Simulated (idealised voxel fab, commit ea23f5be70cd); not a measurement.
Process module name: voxel wiring stack
Section cut is 140 nm wide and gridded with 5 nm square cells.
Bands, listed from the top down, are how a cross-section gets written in this document; the cross-section itself is a grid of square cells, and a band is one or more rows of them. Each band's line starts with the height of the band's top and of its bottom, in nm. Then come its materials from left to right, each with its width in nm. One material with "all across" fills the band from edge to edge. "air" is empty space. We count height from 0. Below that, the starting wafer is all one material. The lowest band never ends at the bottom but goes on down; see "top 0, no bottom" for how that is written. Per-row width for "30->40": begins at first number (top row of band), ends at second number (bottom row), increment between rows held constant. "remained unchanged" for a step: no cell of the cross-section changed in that step. "Catalogued sealed voids" contains a list of empty spaces, each no smaller than 8 cells and without an open way to the top, written in the form width x height at distance with the distance from the left edge and all three in nm. On a step's line, text after the settings is the simulator commenting on that step. If you see "overlay nm" on a step's line and that step has a mask, it's telling you how far right of where it was planned the mask ended up; a negative number means it went left instead. Reading guide: pairs of cross-sections, before and after one process step; after view cut off at lowest changed band; step and settings listed under each pair. Pairs may stem from different runs of this module on the same starting wafer; continuity with the pair above only where the "Prior to step" entry states it.

Prior to step:
	top 140, bottom 125  25 of resist / 20 of air / 15 of resist / 20 of air / 15 of resist / 20 of air / 25 of resist
	top 125, bottom 90  25 of SiO2 / 20 of air / 15 of SiO2 / 20 of air / 15 of SiO2 / 20 of air / 25 of SiO2
	top 90, bottom 85  SiCN all across
	top 85, bottom 65  20 of lowk / 5 of SiN / 20 of Ru / 5 of SiN / 5 of lowk / 5 of SiN / 20 of Ru / 5 of SiN / 5 of lowk / 5 of SiN / 20 of Ru / 5 of SiN / 20 of lowk
	top 65, bottom 60  25 of SiN / 20 of TiN / 15 of SiN / 20 of TiN / 15 of SiN / 20 of TiN / 25 of SiN
	top 60, bottom 50  25 of lowk / 5 of TiN / 5 of W / 5 of TiN / 55 of lowk / 5 of TiN / 5 of W / 5 of TiN / 30 of lowk
	top 50, bottom 45  25 of SiCN / 15 of TiN / 55 of SiCN / 15 of TiN / 30 of SiCN
	top 45, bottom 40  20 of SiCN / 30 of Ru / 5 of SiCN / 30 of Ru / 5 of SiCN / 30 of Ru / 20 of SiCN
	top 40, bottom 15  25 of SiO2 / 5 of TiN / 10 of W / 5 of TiN / 15 of SiO2 / 5 of TiN / 10 of W / 5 of TiN / 15 of SiO2 / 5 of TiN / 10 of W / 5 of TiN / 25 of SiO2
	top 15, bottom 10  25 of SiCN / 20 of TiN / 15 of SiCN / 20 of TiN / 15 of SiCN / 20 of TiN / 25 of SiCN
	top 10, bottom 0  SiO2 all across
	top 0, no bottom  Si all across
	Catalogued sealed voids: none

Resulting Structure:
	top 140, bottom 125  25 of resist / 20 of air / 15 of resist / 20 of air / 15 of resist / 20 of air / 25 of resist
	top 125, bottom 90  25 of SiO2 / 20 of air / 15 of SiO2 / 20 of air / 15 of SiO2 / 20 of air / 25 of SiO2
	top 90, bottom 85  25 of SiCN / 20 of air / 15 of SiCN / 20 of air / 15 of SiCN / 20 of air / 25 of SiCN
	Below 85, the layers are the same as they were.
	Catalogued sealed voids: none
Operation between the pre and post cross-sections above: op DIRECTIONAL_ETCH | etch materials SiCN | depth nm 5

Prior to step: as in the pair right above, post-step view.

Resulting Structure:
	top 125, bottom 90  25 of SiO2 / 20 of air / 15 of SiO2 / 20 of air / 15 of SiO2 / 20 of air / 25 of SiO2
	Below 90, the layers are the same as they were.
	Catalogued sealed voids: none
Operation between the pre and post cross-sections above: op STRIP | etch materials resist

Prior to step: as in the pair right above, post-step view.

Resulting Structure:
	top 130, bottom 125  30 of TiN / 10 of air / 25 of TiN / 10 of air / 25 of TiN / 10 of air / 30 of TiN
	top 125, bottom 90  25 of SiO2 / 5 of TiN / 10 of air / 5 of TiN / 15 of SiO2 / 5 of TiN / 10 of air / 5 of TiN / 15 of SiO2 / 5 of TiN / 10 of air / 5 of TiN / 25 of SiO2
	top 90, bottom 85  25 of SiCN / 20 of TiN / 15 of SiCN / 20 of TiN / 15 of SiCN / 20 of TiN / 25 of SiCN
	Below 85, the layers are the same as they were.
	Catalogued sealed voids: none
Operation between the pre and post cross-sections above: op CONFORMAL_DEP | material TiN | thk nm 5

Prior to step: as in the pair right above, post-step view.

Resulting Structure:
	top 140, bottom 130  Cu all across
	top 130, bottom 125  30 of TiN / 10 of Cu / 25 of TiN / 10 of Cu / 25 of TiN / 10 of Cu / 30 of TiN
	top 125, bottom 90  25 of SiO2 / 5 of TiN / 10 of Cu / 5 of TiN / 15 of SiO2 / 5 of TiN / 10 of Cu / 5 of TiN / 15 of SiO2 / 5 of TiN / 10 of Cu / 5 of TiN / 25 of SiO2
	Below 90, the layers are the same as they were.
	Catalogued sealed voids: none
Operation between the pre and post cross-sections above: op FILL_DEP | material Cu | thk nm 10

Prior to step: as in the pair right above, post-step view.

Resulting Structure:
	top 125, bottom 90  25 of SiO2 / 5 of TiN / 10 of Cu / 5 of TiN / 15 of SiO2 / 5 of TiN / 10 of Cu / 5 of TiN / 15 of SiO2 / 5 of TiN / 10 of Cu / 5 of TiN / 25 of SiO2
	Below 90, the layers are the same as they were.
	Catalogued sealed voids: none
Operation between the pre and post cross-sections above: op CMP | height nm 125

Prior to step: as in the pair right above, post-step view.

Resulting Structure:
	top 130, bottom 125  SiN all across
	Below 125, the layers are the same as they were.
	Catalogued sealed voids: none
Operation between the pre and post cross-sections above: op CONFORMAL_DEP | material SiN | thk nm 5

Prior to step:
	top 85, bottom 65  Ru all across
	top 65, bottom 60  TiN all across
	top 60, bottom 50  25 of lowk / 5 of TiN / 5 of W / 5 of TiN / 55 of lowk / 5 of TiN / 5 of W / 5 of TiN / 30 of lowk
	top 50, bottom 45  25 of SiCN / 15 of TiN / 55 of SiCN / 15 of TiN / 30 of SiCN
	top 45, bottom 40  20 of SiCN / 30 of Ru / 5 of SiCN / 30 of Ru / 5 of SiCN / 30 of Ru / 20 of SiCN
	top 40, bottom 15  25 of SiO2 / 5 of TiN / 10 of W / 5 of TiN / 15 of SiO2 / 5 of TiN / 10 of W / 5 of TiN / 15 of SiO2 / 5 of TiN / 10 of W / 5 of TiN / 25 of SiO2
	top 15, bottom 10  25 of SiCN / 20 of TiN / 15 of SiCN / 20 of TiN / 15 of SiCN / 20 of TiN / 25 of SiCN
	top 10, bottom 0  SiO2 all across
	top 0, no bottom  Si all across
	Catalogued sealed voids: none

Resulting Structure:
	top 85, bottom 65  15 of air / 20 of Ru / 15 of air / 20 of Ru / 15 of air / 20 of Ru / 35 of air
	Below 65, the layers are the same as they were.
	Catalogued sealed voids: none
Operation between the pre and post cross-sections above: op MASKED_ETCH | tone cover | mask id METAL_2 | width nm 20 | pitch nm 35 | etch materials Ru | depth nm 20 | overlay nm -10

Prior to step: as in the pair right above, post-step view.

Resulting Structure:
	top 85, bottom 65  15 of air / 20 of Ru / 15 of air / 20 of Ru / 15 of air / 20 of Ru / 35 of air
	top 65, bottom 60  15 of air / 30 of TiN / 5 of air / 30 of TiN / 5 of air / 30 of TiN / 25 of air
	Below 60, the layers are the same as they were.
	Catalogued sealed voids: none
Operation between the pre and post cross-sections above: op MASKED_ETCH | tone cover | mask id METAL_2 | width nm 20 | pitch nm 35 | etch materials TiN | depth nm 5 | overlay nm 0

Prior to step: as in the pair right above, post-step view.

Resulting Structure:
	top 90, bottom 85  10 of air / 30 of SiN / 5 of air / 30 of SiN / 5 of air / 30 of SiN / 30 of air
	top 85, bottom 70  10 of air / 5 of SiN / 20 of Ru / 5 of SiN / 5 of air / 5 of SiN / 20 of Ru / 5 of SiN / 5 of air / 5 of SiN / 20 of Ru / 5 of SiN / 30 of air
	top 70, bottom 65  10 of air / 5 of SiN / 20 of Ru / 15 of SiN / 20 of Ru / 15 of SiN / 20 of Ru / 15 of SiN / 20 of air
	top 65, bottom 60  15 of SiN / 30 of TiN / 5 of SiN / 30 of TiN / 5 of SiN / 30 of TiN / 25 of SiN
	Below 60, the layers are the same as they were.
	Catalogued sealed voids: none
Operation between the pre and post cross-sections above: op CONFORMAL_DEP | material SiN | thk nm 5

Prior to step: as in the pair right above, post-step view.

Resulting Structure:
	top 100, bottom 90  lowk all across
	top 90, bottom 85  10 of lowk / 30 of SiN / 5 of lowk / 30 of SiN / 5 of lowk / 30 of SiN / 30 of lowk
	top 85, bottom 70  10 of lowk / 5 of SiN / 20 of Ru / 5 of SiN / 5 of lowk / 5 of SiN / 20 of Ru / 5 of SiN / 5 of lowk / 5 of SiN / 20 of Ru / 5 of SiN / 30 of lowk
	top 70, bottom 65  10 of lowk / 5 of SiN / 20 of Ru / 15 of SiN / 20 of Ru / 15 of SiN / 20 of Ru / 15 of SiN / 20 of lowk
	Below 65, the layers are the same as they were.
	Catalogued sealed voids: none
Operation between the pre and post cross-sections above: op FILL_DEP | material lowk | thk nm 10

Prior to step: as in the pair right above, post-step view.

Resulting Structure:
	top 85, bottom 70  10 of lowk / 5 of SiN / 20 of Ru / 5 of SiN / 5 of lowk / 5 of SiN / 20 of Ru / 5 of SiN / 5 of lowk / 5 of SiN / 20 of Ru / 5 of SiN / 30 of lowk
	Below 70, the layers are the same as they were.
	Catalogued sealed voids: none
Operation between the pre and post cross-sections above: op CMP | height nm 85

Prior to step: as in the pair right above, post-step view.

Resulting Structure:
	top 90, bottom 85  SiCN all across
	Below 85, the layers are the same as they were.
	Catalogued sealed voids: none
Operation between the pre and post cross-sections above: op CONFORMAL_DEP | material SiCN | thk nm 5

Prior to step: as in the pair right above, post-step view.

Resulting Structure:
	top 125, bottom 90  SiO2 all across
	Below 90, the layers are the same as they were.
	Catalogued sealed voids: none
Operation between the pre and post cross-sections above: op DIRECTIONAL_DEP | material SiO2 | thk nm 35

Prior to step: as in the pair right above, post-step view.

Resulting Structure:
	top 140, bottom 125  25 of resist / 20 of air / 15 of resist / 20 of air / 15 of resist / 20 of air / 25 of resist
	Below 125, the layers are the same as they were.
	Catalogued sealed voids: none
Operation between the pre and post cross-sections above: op PATTERN | tone open | mask id METAL_3 | material resist | width nm 20 | pitch nm 35 | thk nm 15 | overlay nm 0

Prior to step: as in the pair right above, post-step view.

Resulting Structure:
	top 140, bottom 125  25 of resist / 20 of air / 15 of resist / 20 of air / 15 of resist / 20 of air / 25 of resist
	top 125, bottom 105  25 of SiO2 / 20 of air / 15 of SiO2 / 20 of air / 15 of SiO2 / 20 of air / 25 of SiO2
	Below 105, the layers are the same as they were.
	Catalogued sealed voids: none
Operation between the pre and post cross-sections above: op DIRECTIONAL_ETCH | etch materials SiO2 | depth nm 20

Prior to step: as in the pair right above, post-step view.

Resulting Structure:
	top 125, bottom 105  25 of SiO2 / 20 of air / 15 of SiO2 / 20 of air / 15 of SiO2 / 20 of air / 25 of SiO2
	Below 105, the layers are the same as they were.
	Catalogued sealed voids: none
Operation between the pre and post cross-sections above: op STRIP | etch materials resist

Prior to step: as in the pair right above, post-step view.

Resulting Structure:
	top 140, bottom 125  25 of resist / 15 of air / 20 of resist / 15 of air / 20 of resist / 15 of air / 30 of resist
	top 125, bottom 105  25 of SiO2 / 15 of air / 5 of resist / 15 of SiO2 / 15 of air / 5 of resist / 15 of SiO2 / 15 of air / 5 of resist / 25 of SiO2
	Below 105, the layers are the same as they were.
	Catalogued sealed voids: none
Operation between the pre and post cross-sections above: op PATTERN | tone open | mask id METAL_3_HOLES | material resist | width nm 15 | pitch nm 35 | thk nm 15 | overlay nm 0

Prior to step: as in the pair right above, post-step view.

Resulting Structure:
	top 140, bottom 125  25 of resist / 15 of air / 20 of resist / 15 of air / 20 of resist / 15 of air / 30 of resist
	top 125, bottom 105  25 of SiO2 / 15 of air / 5 of resist / 15 of SiO2 / 15 of air / 5 of resist / 15 of SiO2 / 15 of air / 5 of resist / 25 of SiO2
	top 105, bottom 90  25 of SiO2 / 15 of air / 20 of SiO2 / 15 of air / 20 of SiO2 / 15 of air / 30 of SiO2
	Below 90, the layers are the same as they were.
	Catalogued sealed voids: none
Operation between the pre and post cross-sections above: op DIRECTIONAL_ETCH | etch materials SiO2 | depth nm 15

Prior to step: as in the pair right above, post-step view.

Resulting Structure:
	top 140, bottom 125  25 of resist / 15 of air / 20 of resist / 15 of air / 20 of resist / 15 of air / 30 of resist
	top 125, bottom 105  25 of SiO2 / 15 of air / 5 of resist / 15 of SiO2 / 15 of air / 5 of resist / 15 of SiO2 / 15 of air / 5 of resist / 25 of SiO2
	top 105, bottom 90  25 of SiO2 / 15 of air / 20 of SiO2 / 15 of air / 20 of SiO2 / 15 of air / 30 of SiO2
	top 90, bottom 85  25 of SiCN / 15 of air / 20 of SiCN / 15 of air / 20 of SiCN / 15 of air / 30 of SiCN
	Below 85, the layers are the same as they were.
	Catalogued sealed voids: none
Operation between the pre and post cross-sections above: op DIRECTIONAL_ETCH | etch materials SiCN | depth nm 5

Prior to step: as in the pair right above, post-step view.

Resulting Structure:
	top 125, bottom 105  25 of SiO2 / 20 of air / 15 of SiO2 / 20 of air / 15 of SiO2 / 20 of air / 25 of SiO2
	Below 105, the layers are the same as they were.
	Catalogued sealed voids: none
Operation between the pre and post cross-sections above: op STRIP | etch materials resist

Prior to step: as in the pair right above, post-step view.

Resulting Structure:
	top 130, bottom 125  30 of TiN / 10 of air / 25 of TiN / 10 of air / 25 of TiN / 10 of air / 30 of TiN
	top 125, bottom 110  25 of SiO2 / 5 of TiN / 10 of air / 5 of TiN / 15 of SiO2 / 5 of TiN / 10 of air / 5 of TiN / 15 of SiO2 / 5 of TiN / 10 of air / 5 of TiN / 25 of SiO2
	top 110, bottom 105  25 of SiO2 / 5 of TiN / 5 of air / 10 of TiN / 15 of SiO2 / 5 of TiN / 5 of air / 10 of TiN / 15 of SiO2 / 5 of TiN / 5 of air / 10 of TiN / 25 of SiO2
	top 105, bottom 90  25 of SiO2 / 5 of TiN / 5 of air / 5 of TiN / 20 of SiO2 / 5 of TiN / 5 of air / 5 of TiN / 20 of SiO2 / 5 of TiN / 5 of air / 5 of TiN / 30 of SiO2
	top 90, bottom 85  25 of SiCN / 15 of TiN / 20 of SiCN / 15 of TiN / 20 of SiCN / 15 of TiN / 30 of SiCN
	Below 85, the layers are the same as they were.
	Catalogued sealed voids: none
Operation between the pre and post cross-sections above: op CONFORMAL_DEP | material TiN | thk nm 5

Prior to step: as in the pair right above, post-step view.

Resulting Structure:
	top 140, bottom 130  Cu all across
	top 130, bottom 125  30 of TiN / 10 of Cu / 25 of TiN / 10 of Cu / 25 of TiN / 10 of Cu / 30 of TiN
	top 125, bottom 110  25 of SiO2 / 5 of TiN / 10 of Cu / 5 of TiN / 15 of SiO2 / 5 of TiN / 10 of Cu / 5 of TiN / 15 of SiO2 / 5 of TiN / 10 of Cu / 5 of TiN / 25 of SiO2
	top 110, bottom 105  25 of SiO2 / 5 of TiN / 5 of Cu / 10 of TiN / 15 of SiO2 / 5 of TiN / 5 of Cu / 10 of TiN / 15 of SiO2 / 5 of TiN / 5 of Cu / 10 of TiN / 25 of SiO2
	top 105, bottom 90  25 of SiO2 / 5 of TiN / 5 of Cu / 5 of TiN / 20 of SiO2 / 5 of TiN / 5 of Cu / 5 of TiN / 20 of SiO2 / 5 of TiN / 5 of Cu / 5 of TiN / 30 of SiO2
	Below 90, the layers are the same as they were.
	Catalogued sealed voids: none
Operation between the pre and post cross-sections above: op FILL_DEP | material Cu | thk nm 10

Prior to step: as in the pair right above, post-step view.

Resulting Structure:
	top 125, bottom 110  25 of SiO2 / 5 of TiN / 10 of Cu / 5 of TiN / 15 of SiO2 / 5 of TiN / 10 of Cu / 5 of TiN / 15 of SiO2 / 5 of TiN / 10 of Cu / 5 of TiN / 25 of SiO2
	Below 110, the layers are the same as they were.
	Catalogued sealed voids: none
Operation between the pre and post cross-sections above: op CMP | height nm 125

Prior to step: as in the pair right above, post-step view.

Resulting Structure:
	top 130, bottom 125  SiN all across
	Below 125, the layers are the same as they were.
	Catalogued sealed voids: none
Operation between the pre and post cross-sections above: op CONFORMAL_DEP | material SiN | thk nm 5

Prior to step:
	top 125, bottom 105  25 of SiO2 / 20 of air / 15 of SiO2 / 20 of air / 15 of SiO2 / 20 of air / 25 of SiO2
	top 105, bottom 90  25 of SiO2 / 15 of air / 20 of SiO2 / 15 of air / 20 of SiO2 / 15 of air / 30 of SiO2
	top 90, bottom 85  25 of SiCN / 15 of air / 20 of SiCN / 15 of air / 20 of SiCN / 15 of air / 30 of SiCN
	top 85, bottom 65  20 of lowk / 5 of SiN / 20 of Ru / 5 of SiN / 5 of lowk / 5 of SiN / 20 of Ru / 5 of SiN / 5 of lowk / 5 of SiN / 20 of Ru / 5 of SiN / 20 of lowk
	top 65, bottom 60  25 of SiN / 20 of TiN / 15 of SiN / 20 of TiN / 15 of SiN / 20 of TiN / 25 of SiN
	top 60, bottom 50  25 of lowk / 5 of TiN / 5 of W / 5 of TiN / 55 of lowk / 5 of TiN / 5 of W / 5 of TiN / 30 of lowk
	top 50, bottom 45  25 of SiCN / 15 of TiN / 55 of SiCN / 15 of TiN / 30 of SiCN
	top 45, bottom 40  20 of SiCN / 30 of Ru / 5 of SiCN / 30 of Ru / 5 of SiCN / 30 of Ru / 20 of SiCN
	top 40, bottom 15  25 of SiO2 / 5 of TiN / 10 of W / 5 of TiN / 15 of SiO2 / 5 of TiN / 10 of W / 5 of TiN / 15 of SiO2 / 5 of TiN / 10 of W / 5 of TiN / 25 of SiO2
	top 15, bottom 10  25 of SiCN / 20 of TiN / 15 of SiCN / 20 of TiN / 15 of SiCN / 20 of TiN / 25 of SiCN
	top 10, bottom 0  SiO2 all across
	top 0, no bottom  Si all across
	Catalogued sealed voids: none

Resulting Structure:
	top 130, bottom 125  30 of SiCN / 10 of air / 25 of SiCN / 10 of air / 25 of SiCN / 10 of air / 30 of SiCN
	top 125, bottom 110  25 of SiO2 / 5 of SiCN / 10 of air / 5 of SiCN / 15 of SiO2 / 5 of SiCN / 10 of air / 5 of SiCN / 15 of SiO2 / 5 of SiCN / 10 of air / 5 of SiCN / 25 of SiO2
	top 110, bottom 105  25 of SiO2 / 5 of SiCN / 5 of air / 10 of SiCN / 15 of SiO2 / 5 of SiCN / 5 of air / 10 of SiCN / 15 of SiO2 / 5 of SiCN / 5 of air / 10 of SiCN / 25 of SiO2
	top 105, bottom 90  25 of SiO2 / 5 of SiCN / 5 of air / 5 of SiCN / 20 of SiO2 / 5 of SiCN / 5 of air / 5 of SiCN / 20 of SiO2 / 5 of SiCN / 5 of air / 5 of SiCN / 30 of SiO2
	top 90, bottom 85  SiCN all across
	Below 85, the layers are the same as they were.
	Catalogued sealed voids: none
Operation between the pre and post cross-sections above: op CONFORMAL_DEP | material SiCN | thk nm 5

Prior to step: as in the pair right above, post-step view.

Resulting Structure:
	top 140, bottom 130  Cu all across
	top 130, bottom 125  30 of SiCN / 10 of Cu / 25 of SiCN / 10 of Cu / 25 of SiCN / 10 of Cu / 30 of SiCN
	top 125, bottom 110  25 of SiO2 / 5 of SiCN / 10 of Cu / 5 of SiCN / 15 of SiO2 / 5 of SiCN / 10 of Cu / 5 of SiCN / 15 of SiO2 / 5 of SiCN / 10 of Cu / 5 of SiCN / 25 of SiO2
	top 110, bottom 105  25 of SiO2 / 5 of SiCN / 5 of Cu / 10 of SiCN / 15 of SiO2 / 5 of SiCN / 5 of Cu / 10 of SiCN / 15 of SiO2 / 5 of SiCN / 5 of Cu / 10 of SiCN / 25 of SiO2
	top 105, bottom 90  25 of SiO2 / 5 of SiCN / 5 of Cu / 5 of SiCN / 20 of SiO2 / 5 of SiCN / 5 of Cu / 5 of SiCN / 20 of SiO2 / 5 of SiCN / 5 of Cu / 5 of SiCN / 30 of SiO2
	Below 90, the layers are the same as they were.
	Catalogued sealed voids: none
Operation between the pre and post cross-sections above: op FILL_DEP | material Cu | thk nm 10

Prior to step: as in the pair right above, post-step view.

Resulting Structure:
	top 125, bottom 110  25 of SiO2 / 5 of SiCN / 10 of Cu / 5 of SiCN / 15 of SiO2 / 5 of SiCN / 10 of Cu / 5 of SiCN / 15 of SiO2 / 5 of SiCN / 10 of Cu / 5 of SiCN / 25 of SiO2
	Below 110, the layers are the same as they were.
	Catalogued sealed voids: none
Operation between the pre and post cross-sections above: op CMP | height nm 125

Prior to step: as in the pair right above, post-step view.

Resulting Structure:
	top 130, bottom 125  SiN all across
	Below 125, the layers are the same as they were.
	Catalogued sealed voids: none
Operation between the pre and post cross-sections above: op CONFORMAL_DEP | material SiN | thk nm 5

Prior to step:
	top 125, bottom 105  25 of SiO2 / 20 of air / 15 of SiO2 / 20 of air / 15 of SiO2 / 20 of air / 25 of SiO2
	top 105, bottom 90  SiO2 all across
	top 90, bottom 85  SiCN all across
	top 85, bottom 65  20 of lowk / 5 of SiN / 20 of Ru / 5 of SiN / 5 of lowk / 5 of SiN / 20 of Ru / 5 of SiN / 5 of lowk / 5 of SiN / 20 of Ru / 5 of SiN / 20 of lowk
	top 65, bottom 60  25 of SiN / 20 of TiN / 15 of SiN / 20 of TiN / 15 of SiN / 20 of TiN / 25 of SiN
	top 60, bottom 50  25 of lowk / 5 of TiN / 5 of W / 5 of TiN / 55 of lowk / 5 of TiN / 5 of W / 5 of TiN / 30 of lowk
	top 50, bottom 45  25 of SiCN / 15 of TiN / 55 of SiCN / 15 of TiN / 30 of SiCN
	top 45, bottom 40  20 of SiCN / 30 of Ru / 5 of SiCN / 30 of Ru / 5 of SiCN / 30 of Ru / 20 of SiCN
	top 40, bottom 15  25 of SiO2 / 5 of TiN / 10 of W / 5 of TiN / 15 of SiO2 / 5 of TiN / 10 of W / 5 of TiN / 15 of SiO2 / 5 of TiN / 10 of W / 5 of TiN / 25 of SiO2
	top 15, bottom 10  25 of SiCN / 20 of TiN / 15 of SiCN / 20 of TiN / 15 of SiCN / 20 of TiN / 25 of SiCN
	top 10, bottom 0  SiO2 all across
	top 0, no bottom  Si all across
	Catalogued sealed voids: none

Resulting Structure:
	top 140, bottom 125  25 of air / 15 of resist / 20 of air / 15 of resist / 20 of air / 15 of resist / 30 of air
	top 125, bottom 105  25 of SiO2 / 15 of resist / 5 of air / 15 of SiO2 / 15 of resist / 5 of air / 15 of SiO2 / 15 of resist / 5 of air / 25 of SiO2
	Below 105, the layers are the same as they were.
	Catalogued sealed voids: none
Operation between the pre and post cross-sections above: op PATTERN | tone cover | mask id METAL_3_HOLES | material resist | width nm 15 | pitch nm 35 | thk nm 15 | overlay nm 0

Prior to step: as in the pair right above, post-step view.

Resulting Structure:
	top 140, bottom 110  25 of air / 15 of resist / 20 of air / 15 of resist / 20 of air / 15 of resist / 30 of air
	top 110, bottom 105  25 of SiO2 / 15 of resist / 5 of air / 15 of SiO2 / 15 of resist / 5 of air / 15 of SiO2 / 15 of resist / 5 of air / 25 of SiO2
	top 105, bottom 90  40 of SiO2 / 5 of air / 30 of SiO2 / 5 of air / 30 of SiO2 / 5 of air / 25 of SiO2
	Below 90, the layers are the same as they were.
	Catalogued sealed voids: none
Operation between the pre and post cross-sections above: op DIRECTIONAL_ETCH | etch materials SiO2 | depth nm 15

Prior to step: as in the pair right above, post-step view.

Resulting Structure:
	top 140, bottom 110  25 of air / 15 of resist / 20 of air / 15 of resist / 20 of air / 15 of resist / 30 of air
	top 110, bottom 105  25 of SiO2 / 15 of resist / 5 of air / 15 of SiO2 / 15 of resist / 5 of air / 15 of SiO2 / 15 of resist / 5 of air / 25 of SiO2
	top 105, bottom 90  40 of SiO2 / 5 of air / 30 of SiO2 / 5 of air / 30 of SiO2 / 5 of air / 25 of SiO2
	top 90, bottom 85  40 of SiCN / 5 of air / 30 of SiCN / 5 of air / 30 of SiCN / 5 of air / 25 of SiCN
	Below 85, the layers are the same as they were.
	Catalogued sealed voids: none
Operation between the pre and post cross-sections above: op DIRECTIONAL_ETCH | etch materials SiCN | depth nm 5

Prior to step: as in the pair right above, post-step view.

Resulting Structure:
	top 110, bottom 105  25 of SiO2 / 20 of air / 15 of SiO2 / 20 of air / 15 of SiO2 / 20 of air / 25 of SiO2
	Below 105, the layers are the same as they were.
	Catalogued sealed voids: none
Operation between the pre and post cross-sections above: op STRIP | etch materials resist

Prior to step: as in the pair right above, post-step view.

Resulting Structure:
	top 115, bottom 110  30 of TiN / 10 of air / 25 of TiN / 10 of air / 25 of TiN / 10 of air / 30 of TiN
	top 110, bottom 105  25 of SiO2 / 20 of TiN / 15 of SiO2 / 20 of TiN / 15 of SiO2 / 20 of TiN / 25 of SiO2
	top 105, bottom 90  40 of SiO2 / 5 of TiN / 30 of SiO2 / 5 of TiN / 30 of SiO2 / 5 of TiN / 25 of SiO2
	top 90, bottom 85  40 of SiCN / 5 of TiN / 30 of SiCN / 5 of TiN / 30 of SiCN / 5 of TiN / 25 of SiCN
	Below 85, the layers are the same as they were.
	Catalogued sealed voids: none
Operation between the pre and post cross-sections above: op CONFORMAL_DEP | material TiN | thk nm 5

Prior to step: as in the pair right above, post-step view.

Resulting Structure:
	top 125, bottom 115  Cu all across
	top 115, bottom 110  30 of TiN / 10 of Cu / 25 of TiN / 10 of Cu / 25 of TiN / 10 of Cu / 30 of TiN
	Below 110, the layers are the same as they were.
	Catalogued sealed voids: none
Operation between the pre and post cross-sections above: op FILL_DEP | material Cu | thk nm 10

Prior to step: as in the pair right above, post-step view.

Resulting Structure:
	top 130, bottom 125  SiN all across
	Below 125, the layers are the same as they were.
	Catalogued sealed voids: none
Operation between the pre and post cross-sections above: op CONFORMAL_DEP | material SiN | thk nm 5
